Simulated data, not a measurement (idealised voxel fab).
The name of this process module is voxel wiring stack.
Xsec cut, 265 nm wide, square cell size 5 nm.
Throughout this document, each cross-section is represented as a grid of square cells and is presented as a sequence of bands enumerated from the top downward, where a band comprises one or more rows of cells. Band: top and bottom heights (nm) first, top before bottom; then materials from left to right, widths in nm. "everywhere" marks a sole material filling the band edge to edge. "air" denotes empty space. Heights are expressed relative to 0, this being the level below which the as-received wafer comprises one material exclusively. The lowest band is unbounded in the downward direction and is denoted as in "top 0, no bottom". Width "30->40": first value at the band's top row of cells, second value at its bottom row, equal change from row to row. "no alteration", as given for a step, is the statement that not any cell of the cross-section underwent a change during that step. Enclosed voids (no open way to top), threshold 8 cells or more, entry "Closed void roster", notation width x height at distance, distance from left edge, nm. Whatever follows a step's settings on its line is a remark the simulator itself makes about that step. overlay nm: right-of-plan distance of the mask on a masked step; negative values mean left-of-plan.
Planned step list for the process:
1. RECEIVE (material Si)
2. CONFORMAL_DEP (material SiO2; thk nm 10)
3. CONFORMAL_DEP (material SiN; thk nm 5)
4. DIRECTIONAL_DEP (material lowk; thk nm 25)
5. MASKED_ETCH (tone open; mask id METAL_1; width nm 20; pitch nm 40; etch materials lowk; depth nm 25; overlay nm 0)
6. MASKED_ETCH (tone open; mask id METAL_1; width nm 20; pitch nm 40; etch materials SiN; depth nm 5; overlay nm 0)
7. CONFORMAL_DEP (material TiN; thk nm 5)
8. FILL_DEP (material W; thk nm 10)
9. CMP (height nm 40)
10. CONFORMAL_DEP (material SiCN; thk nm 5)
11. DIRECTIONAL_DEP (material lowk; thk nm 20)
12. PATTERN (tone open; mask id PLUG_1; material resist; width nm 15; thk nm 20; overlay nm 0)
13. DIRECTIONAL_ETCH (etch materials lowk; depth nm 20)
14. DIRECTIONAL_ETCH (etch materials SiCN; depth nm 5)
15. STRIP (etch materials resist)
16. EPI (material Ru; thk nm 10)
17. EPI (material Ru; thk nm 10)
18. EPI (material Ru; thk nm 5)
19. DIRECTIONAL_DEP (material TiN; thk nm 5)
20. DIRECTIONAL_DEP (material Ru; thk nm 15)
21. PATTERN (tone cover; mask id METAL_2; material resist; width nm 20; pitch nm 40; thk nm 15; overlay nm 0)
22. DIRECTIONAL_ETCH (etch materials Ru; depth nm 15)
23. DIRECTIONAL_ETCH (etch materials TiN; depth nm 5)
24. STRIP (etch materials resist)
25. CONFORMAL_DEP (material SiN; thk nm 5)
26. FILL_DEP (material SiO2; thk nm 10)
27. CMP (height nm 85)
28. CONFORMAL_DEP (material SiCN; thk nm 5)
29. DIRECTIONAL_DEP (material lowk; thk nm 15)
30. PATTERN (tone open; mask id PLUG_2; material resist; width nm 15; pitch nm 40; thk nm 15; overlay nm 0)
31. DIRECTIONAL_ETCH (etch materials lowk; depth nm 15)
32. DIRECTIONAL_ETCH (etch materials SiCN; depth nm 5)
33. STRIP (etch materials resist)
34. EPI (material Ru; thk nm 10)
35. EPI (material Ru; thk nm 10)
36. DIRECTIONAL_DEP (material TiN; thk nm 5)
37. DIRECTIONAL_DEP (material W; thk nm 25)
38. DIRECTIONAL_DEP (material aC; thk nm 10)
39. PATTERN (tone cover; mask id METAL_3; material resist; width nm 20; pitch nm 40; thk nm 30; overlay nm 0)
40. DIRECTIONAL_ETCH (etch materials aC; depth nm 10)
41. STRIP (etch materials resist)
42. DIRECTIONAL_ETCH (etch materials W; depth nm 25)
43. DIRECTIONAL_ETCH (etch materials TiN; depth nm 5)
44. STRIP (etch materials aC)
45. FILL_DEP (material SiO2; thk nm 10)
46. CMP (height nm 135)
47. CONFORMAL_DEP (material SiCN; thk nm 5)
As-received state of the wafer in cross-section, equivalent to post-step 1:
> top 0, no bottom: Si everywhere
> Closed void roster: none
The module was run from the start shown above using the plan shown above, but one mistake was made doing it; the resulting wafer cross-section is below:
> top 140, bottom 135: SiCN everywhere
> top 135, bottom 110: SiO2=100  W=20  SiO2=20  W=20  SiO2=105
> top 110, bottom 105: SiO2=100  TiN=20  SiO2=20  TiN=20  SiO2=105
> top 105, bottom 90: lowk=100  Ru=15  lowk=25  Ru=15  lowk=110
> top 90, bottom 85: SiCN=100  Ru=15  SiCN=25  Ru=15  SiCN=110
> top 85, bottom 70: SiO2=95  SiN=5  Ru=20  SiN=5  SiO2=10  SiN=5  Ru=20  SiN=5  SiO2=100
> top 70, bottom 65: SiN=100  TiN=20  SiN=20  TiN=20  SiN=105
> top 65, bottom 45: lowk=100  Ru=15  lowk=150
> top 45, bottom 40: SiCN=100  Ru=15  SiCN=150
> top 40, bottom 20: lowk=100  TiN=5  W=10  TiN=5  lowk=20  TiN=5  W=10  TiN=5  lowk=105
> top 20, bottom 15: SiN=100  TiN=20  SiN=20  TiN=20  SiN=105
> top 15, bottom 0: SiO2 everywhere
> top 0, no bottom: Si everywhere
> Closed void roster: none
Deviation from plan: step 2 changed vs plan, executed as CONFORMAL_DEP (material SiO2; thk nm 15)
